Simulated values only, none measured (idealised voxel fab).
Proc. module: voxel spacer lines
In the cross-section labelled cut, the width is 165 nm and each square cell is 5 nm.
A cross-section in this document is a grid of square cells, and it is written down as bands, the top band listed before the ones below it; a band is made up of one or more rows of cells. Band entry format. Leading values: height of top, height of bottom, nm. Remainder: materials in left-to-right order, each with its width in nm. Special words: "throughout" on a single material, which then fills the band edge to edge; "air", empty space. Heights from 0 (as-received wafer is one material below). Bottom band endless downward, as "0..down". It should be noted that a width expressed as "30..40" varies in equal increments from row to row of cells within the band, taking the value of the first number at the top row and that of the second number at the bottom row. The designation "nothing got changed", where it is given for a processing step, indicates that no cell of the cross-section was altered in the course of that step. The entry titled "Trapped void list" provides the empty spaces that have no open way to the top, restricted to those of 8 cells or more. Each is presented as width x height at distance, the distance being measured from the left edge, with all three in nm. Note: text after step settings on the step line = simulator remark on that step. What "overlay nm" on a step's line means: if the step has a mask, that mask lay this far to the right of its planned place, or, when the value is negative, to the left.

Process steps (planned):
| 1 | RECEIVE | material Si |
| 2 | CONFORMAL_DEP | material SiO2 | thk nm 5 |
| 3 | DIRECTIONAL_DEP | material W | thk nm 20 |
| 4 | DIRECTIONAL_DEP | material polySi | thk nm 30 |
| 5 | PATTERN | tone cover | mask id MANDREL | material resist | width nm 20 | pitch nm 60 | thk nm 40 | overlay nm 0 |
| 6 | DIRECTIONAL_ETCH | etch materials polySi | depth nm 30 |
| 7 | STRIP | etch materials resist |
| 8 | CONFORMAL_DEP | material SiN | thk nm 10 |
| 9 | DIRECTIONAL_ETCH | etch materials SiN | depth nm 10 |
| 10 | STRIP | etch materials polySi |
| 11 | DIRECTIONAL_ETCH | etch materials W | depth nm 20 |
| 12 | STRIP | etch materials SiN |

As-received wafer cross-section (after step 1):
    0..down: Si throughout
    Trapped void list: none

This is how the wafer looks in cross-section once the module is done, given the starting state and plan above and one mistake in carrying the plan out:
    25..5: 30 of air  40 of W  20 of air  40 of W  35 of air
    5..0: SiO2 throughout
    0..down: Si throughout
    Trapped void list: none
In executing the process, a mistake was made relative to the plan: the intended sequence of steps 10 and 11 was reversed during processing, with each occupying the position of the other
